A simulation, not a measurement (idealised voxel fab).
Process module heading - voxel self aligned contacts
The cross-section on display is named cut; it measures 255 nm wide, and its cells are 5 nm squares.
Square cells in a grid make up a cross-section in this document, and the grid is given as bands, listed from the top down, each one or more rows of cells. Band: top height; bottom height; in nm. Then, left to right: material with width in nm, for each material. "full width": a single material spanning edge to edge. "empty": empty space. Height 0 is the level under which the wafer as received is all one material. The lowest band goes on downwards, as in "0 nm and below". With a width like "30 to 40", each row of cells in the band differs from the next by the same amount, the top row carrying the first number and the bottom row the second. Where the words "no alterations made" appear for a step, the cross-section shows no cell changed by that step; every cell remained as before. The list in "closed voids" covers empty spaces of 8 cells or more that cannot reach the top through any open way, and it gives each as width x height at distance; the distance is from the left edge, and width, height and distance are in nm. Note: text after step settings on the step line = simulator remark on that step. You can add "overlay nm" to a step's line. For a step with a mask, it describes how far the mask lay to the right of its planned position, and a negative number describes a lay to the left.

# Set out below are the planned steps of the process
1 RECEIVE (material Si)
2 CONFORMAL_DEP (material SiO2; thk nm 5)
3 DIRECTIONAL_DEP (material polySi; thk nm 30)
4 DIRECTIONAL_DEP (material SiN; thk nm 20)
5 MASKED_ETCH (tone cover; mask id GATE; width nm 35; pitch nm 80; etch materials SiN; depth nm 20; overlay nm 0)
6 MASKED_ETCH (tone cover; mask id GATE; width nm 35; pitch nm 80; etch materials polySi; depth nm 30; overlay nm 0)
7 CONFORMAL_DEP (material SiN; thk nm 10)
8 DIRECTIONAL_ETCH (etch materials SiN; depth nm 10)
9 FILL_DEP (material SiO2; thk nm 15)
10 CMP (height nm 65)
11 PATTERN (tone open; mask id CONTACT; material resist; width nm 65; thk nm 20; overlay nm 0)
12 DIRECTIONAL_ETCH (etch materials SiO2; depth nm 65)
13 STRIP (etch materials resist)
14 CONFORMAL_DEP (material TiN; thk nm 5)
15 FILL_DEP (material Ru; thk nm 5)
16 CMP (height nm 65)
17 CONFORMAL_DEP (material SiCN; thk nm 5)

# first wafer, as planned

# Step 1 complete: cross-section of the wafer as received
* 0 nm and below = Si full width
* closed voids: none

# Once step 2 is through, the wafer looks like this in cross-section
* 5 nm to 0 nm = SiO2 full width
* Everything under 0 stays put, no change at all.

# Once step 3 is through, the wafer looks like this in cross-section
* 35 nm to 5 nm = polySi full width
* Everything under 5 stays put, no change at all.

# Once step 4 is through, the wafer looks like this in cross-section
* 55 nm to 35 nm = SiN full width
* Everything under 35 stays put, no change at all.

# Once step 5 is through, the wafer looks like this in cross-section
* 55 nm to 35 nm = empty 70 nm  SiN 35 nm  empty 45 nm  SiN 35 nm  empty 70 nm
* Everything under 35 stays put, no change at all.

# Once step 6 is through, the wafer looks like this in cross-section
* 55 nm to 35 nm = empty 70 nm  SiN 35 nm  empty 45 nm  SiN 35 nm  empty 70 nm
* 35 nm to 5 nm = empty 70 nm  polySi 35 nm  empty 45 nm  polySi 35 nm  empty 70 nm
* Everything under 5 stays put, no change at all.

# Once step 7 is through, the wafer looks like this in cross-section
* 65 nm to 35 nm = empty 60 nm  SiN 55 nm  empty 25 nm  SiN 55 nm  empty 60 nm
* 35 nm to 15 nm = empty 60 nm  SiN 10 nm  polySi 35 nm  SiN 10 nm  empty 25 nm  SiN 10 nm  polySi 35 nm  SiN 10 nm  empty 60 nm
* 15 nm to 5 nm = SiN 70 nm  polySi 35 nm  SiN 45 nm  polySi 35 nm  SiN 70 nm
* Everything under 5 stays put, no change at all.

# Once step 8 is through, the wafer looks like this in cross-section
* 55 nm to 35 nm = empty 60 nm  SiN 55 nm  empty 25 nm  SiN 55 nm  empty 60 nm
* 35 nm to 5 nm = empty 60 nm  SiN 10 nm  polySi 35 nm  SiN 10 nm  empty 25 nm  SiN 10 nm  polySi 35 nm  SiN 10 nm  empty 60 nm
* Everything under 5 stays put, no change at all.

# Once step 9 is through, the wafer looks like this in cross-section
* 70 nm to 55 nm = SiO2 full width
* 55 nm to 35 nm = SiO2 60 nm  SiN 55 nm  SiO2 25 nm  SiN 55 nm  SiO2 60 nm
* 35 nm to 5 nm = SiO2 60 nm  SiN 10 nm  polySi 35 nm  SiN 10 nm  SiO2 25 nm  SiN 10 nm  polySi 35 nm  SiN 10 nm  SiO2 60 nm
* Everything under 5 stays put, no change at all.

# Once step 10 is through, the wafer looks like this in cross-section
* 65 nm to 55 nm = SiO2 full width
* Everything under 55 stays put, no change at all.

# Once step 11 is through, the wafer looks like this in cross-section
* 85 nm to 65 nm = resist 95 nm  empty 65 nm  resist 95 nm
* Everything under 65 stays put, no change at all.

# Once step 12 is through, the wafer looks like this in cross-section
* 85 nm to 65 nm = resist 95 nm  empty 65 nm  resist 95 nm
* 65 nm to 55 nm = SiO2 95 nm  empty 65 nm  SiO2 95 nm
* 55 nm to 35 nm = SiO2 60 nm  SiN 55 nm  empty 25 nm  SiN 55 nm  SiO2 60 nm
* 35 nm to 5 nm = SiO2 60 nm  SiN 10 nm  polySi 35 nm  SiN 10 nm  empty 25 nm  SiN 10 nm  polySi 35 nm  SiN 10 nm  SiO2 60 nm
* 5 nm to 0 nm = SiO2 115 nm  empty 25 nm  SiO2 115 nm
* Everything under 0 stays put, no change at all.

# Once step 13 is through, the wafer looks like this in cross-section
* 65 nm to 55 nm = SiO2 95 nm  empty 65 nm  SiO2 95 nm
* Everything under 55 stays put, no change at all.

# Once step 14 is through, the wafer looks like this in cross-section
* 70 nm to 65 nm = TiN 100 nm  empty 55 nm  TiN 100 nm
* 65 nm to 55 nm = SiO2 95 nm  TiN 5 to 25 nm  empty 55 to 15 nm  TiN 5 to 25 nm  SiO2 95 nm
* 55 nm to 35 nm = SiO2 60 nm  SiN 55 nm  TiN 5 nm  empty 15 nm  TiN 5 nm  SiN 55 nm  SiO2 60 nm
* 35 nm to 5 nm = SiO2 60 nm  SiN 10 nm  polySi 35 nm  SiN 10 nm  TiN 5 nm  empty 15 nm  TiN 5 nm  SiN 10 nm  polySi 35 nm  SiN 10 nm  SiO2 60 nm
* 5 nm to 0 nm = SiO2 115 nm  TiN 25 nm  SiO2 115 nm
* Everything under 0 stays put, no change at all.

# Once step 15 is through, the wafer looks like this in cross-section
* 75 nm to 70 nm = Ru full width
* 70 nm to 65 nm = TiN 100 nm  Ru 55 nm  TiN 100 nm
* 65 nm to 55 nm = SiO2 95 nm  TiN 5 to 25 nm  Ru 55 to 15 nm  TiN 5 to 25 nm  SiO2 95 nm
* 55 nm to 35 nm = SiO2 60 nm  SiN 55 nm  TiN 5 nm  Ru 15 nm  TiN 5 nm  SiN 55 nm  SiO2 60 nm
* 35 nm to 5 nm = SiO2 60 nm  SiN 10 nm  polySi 35 nm  SiN 10 nm  TiN 5 nm  Ru 15 nm  TiN 5 nm  SiN 10 nm  polySi 35 nm  SiN 10 nm  SiO2 60 nm
* Everything under 5 stays put, no change at all.

# Once step 16 is through, the wafer looks like this in cross-section
* 65 nm to 55 nm = SiO2 95 nm  TiN 5 to 25 nm  Ru 55 to 15 nm  TiN 5 to 25 nm  SiO2 95 nm
* Everything under 55 stays put, no change at all.

# Once step 17 is through, the wafer looks like this in cross-section
* 70 nm to 65 nm = SiCN full width
* Everything under 65 stays put, no change at all.

# What follows concerns the second wafer, which started out like the first and was meant to follow the very same plan; one mistake crept in when it was run, but everything up to and including step 14 is the same as for the first wafer

# Second wafer, cut view, end of step 15 per plan
* 75 nm to 70 nm = SiN full width
* 70 nm to 65 nm = TiN 100 nm  SiN 55 nm  TiN 100 nm
* 65 nm to 55 nm = SiO2 95 nm  TiN 5 to 25 nm  SiN 55 to 15 nm  TiN 5 to 25 nm  SiO2 95 nm
* 55 nm to 35 nm = SiO2 60 nm  SiN 55 nm  TiN 5 nm  SiN 15 nm  TiN 5 nm  SiN 55 nm  SiO2 60 nm
* 35 nm to 5 nm = SiO2 60 nm  SiN 10 nm  polySi 35 nm  SiN 10 nm  TiN 5 nm  SiN 15 nm  TiN 5 nm  SiN 10 nm  polySi 35 nm  SiN 10 nm  SiO2 60 nm
* Everything under 5 stays put, no change at all.

# Second wafer, cut view, end of step 16 per plan
* 65 nm to 55 nm = SiO2 95 nm  TiN 5 to 25 nm  SiN 55 to 15 nm  TiN 5 to 25 nm  SiO2 95 nm
* Everything under 55 stays put, no change at all.

# Second wafer, cut view, end of step 17 per plan
* 70 nm to 65 nm = SiCN full width
* Everything under 65 stays put, no change at all.
The plan and the run diverged here: for step 15, the planned setting was not used; the step was instead run as FILL_DEP (material SiN; thk nm 5)
End check, counted in cells, second wafer has more or fewer of these materials than the first: 44 fewer of Ru; 44 more of SiN
